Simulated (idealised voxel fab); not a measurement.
Herein follows the process module entitled voxel self aligned vias.
Cross-section cut spans 200 nm and uses square cells 5 nm in size.
Think of the cross-section as a grid of square cells. We describe it in bands, top to bottom, and each band covers one or more rows of those cells. Band: top height; bottom height; in nm. Then, left to right: material with width in nm, for each material. "everywhere": a single material spanning edge to edge. "blank": empty space. The reference from which all heights are counted is 0, the level beneath which the as-received wafer is entirely one material; the lowest band, having no lower bound, proceeds downward and is written after the example "0 down". With a width like "30 to 40", each row of cells in the band differs from the next by the same amount, the top row carrying the first number and the bottom row the second. "all unchanged", as given for a step, is the statement that not any cell of the cross-section underwent a change during that step. Any empty space of 8 cells or more lacking an open way to the top shows up in "Enclosed void listing" as width x height at distance, distance from the left edge, in nm. Step line, after settings: the simulator's comment on this step. The line of a step may include "overlay nm". On a step with a mask, this value is how far to the right of its planned place the mask lay. A negative value means the mask lay to the left.
**The following list gives the planned process steps**
step 1: RECEIVE (material Si)
step 2: CONFORMAL_DEP (material SiO2; thk nm 10)
step 3: CONFORMAL_DEP (material SiCN; thk nm 5)
step 4: DIRECTIONAL_DEP (material lowk; thk nm 30)
step 5: DIRECTIONAL_DEP (material aC; thk nm 15)
step 6: PATTERN (tone open; mask id LINES; material resist; width nm 20; pitch nm 60; thk nm 35; overlay nm 0)
step 7: DIRECTIONAL_ETCH (etch materials aC; depth nm 15)
step 8: STRIP (etch materials resist)
step 9: DIRECTIONAL_ETCH (etch materials lowk; depth nm 30)
step 10: STRIP (etch materials aC)
step 11: CONFORMAL_DEP (material TiN; thk nm 5)
step 12: FILL_DEP (material W; thk nm 5)
step 13: CMP (height nm 45)
step 14: SELECTIVE_ETCH (etch materials W Ru TiN; depth nm 10)
step 15: FILL_DEP (material SiN; thk nm 10)
step 16: CMP (height nm 45)
step 17: DIRECTIONAL_DEP (material lowk; thk nm 20)
step 18: DIRECTIONAL_DEP (material aC; thk nm 10)
step 19: PATTERN (tone open; mask id VIAS; material resist; width nm 30; thk nm 25; overlay nm 0)
step 20: DIRECTIONAL_ETCH (etch materials aC; depth nm 10)
step 21: STRIP (etch materials resist)
step 22: DIRECTIONAL_ETCH (etch materials lowk; depth nm 20)
step 23: DIRECTIONAL_ETCH (etch materials SiN; depth nm 10)
step 24: STRIP (etch materials aC)
step 25: CONFORMAL_DEP (material TiN; thk nm 5)
step 26: FILL_DEP (material Ru; thk nm 5)
step 27: CMP (height nm 65)
step 28: CONFORMAL_DEP (material SiN; thk nm 5)
**Cross-section of the wafer upon arrival, representing the state reached after step 1**
- 0 down  Si everywhere
- Enclosed void listing: none
**Cross-section taken at module completion on the first of two wafers; processed per the plan**
- 70 to 65  SiN everywhere
- 65 to 50  55 nm lowk  5 nm TiN  20 nm Ru  5 nm TiN  115 nm lowk
- 50 to 45  55 nm lowk  10 nm TiN  10 nm Ru  10 nm TiN  115 nm lowk
- 45 to 40  60 nm lowk  5 nm TiN  10 nm Ru  5 nm TiN  40 nm lowk  20 nm SiN  60 nm lowk
- 40 to 35  60 nm lowk  20 nm TiN  40 nm lowk  20 nm SiN  60 nm lowk
- 35 to 20  60 nm lowk  5 nm TiN  10 nm W  5 nm TiN  40 nm lowk  5 nm TiN  10 nm W  5 nm TiN  60 nm lowk
- 20 to 15  60 nm lowk  20 nm TiN  40 nm lowk  20 nm TiN  60 nm lowk
- 15 to 10  SiCN everywhere
- 10 to 0  SiO2 everywhere
- 0 down  Si everywhere
- Enclosed void listing: none
**Second wafer of the two, sectioned at the end of the module. It began like the first and followed the same plan, but one mistake was made while running it**
- 70 to 65  SiN everywhere
- 65 to 50  55 nm lowk  5 nm TiN  20 nm Ru  5 nm TiN  115 nm lowk
- 50 to 45  55 nm lowk  5 nm TiN  10 nm Ru  15 nm TiN  115 nm lowk
- 45 to 40  55 nm lowk  5 nm TiN  10 nm Ru  5 nm TiN  40 nm lowk  20 nm SiN  65 nm lowk
- 40 to 35  55 nm lowk  20 nm TiN  40 nm lowk  20 nm SiN  65 nm lowk
- 35 to 20  55 nm lowk  5 nm TiN  10 nm W  5 nm TiN  40 nm lowk  5 nm TiN  10 nm W  5 nm TiN  65 nm lowk
- 20 to 15  55 nm lowk  20 nm TiN  40 nm lowk  20 nm TiN  65 nm lowk
- 15 to 10  SiCN everywhere
- 10 to 0  SiO2 everywhere
- 0 down  Si everywhere
- Enclosed void listing: none
Want to know what went wrong? step 6 did not use the planned setting and instead ran as PATTERN (tone open; mask id LINES; material resist; width nm 20; pitch nm 60; thk nm 35; overlay nm -5)
Upon completion, the cell count for each material on the second wafer equals that on the first, whereas the spatial distribution of those cells differs.
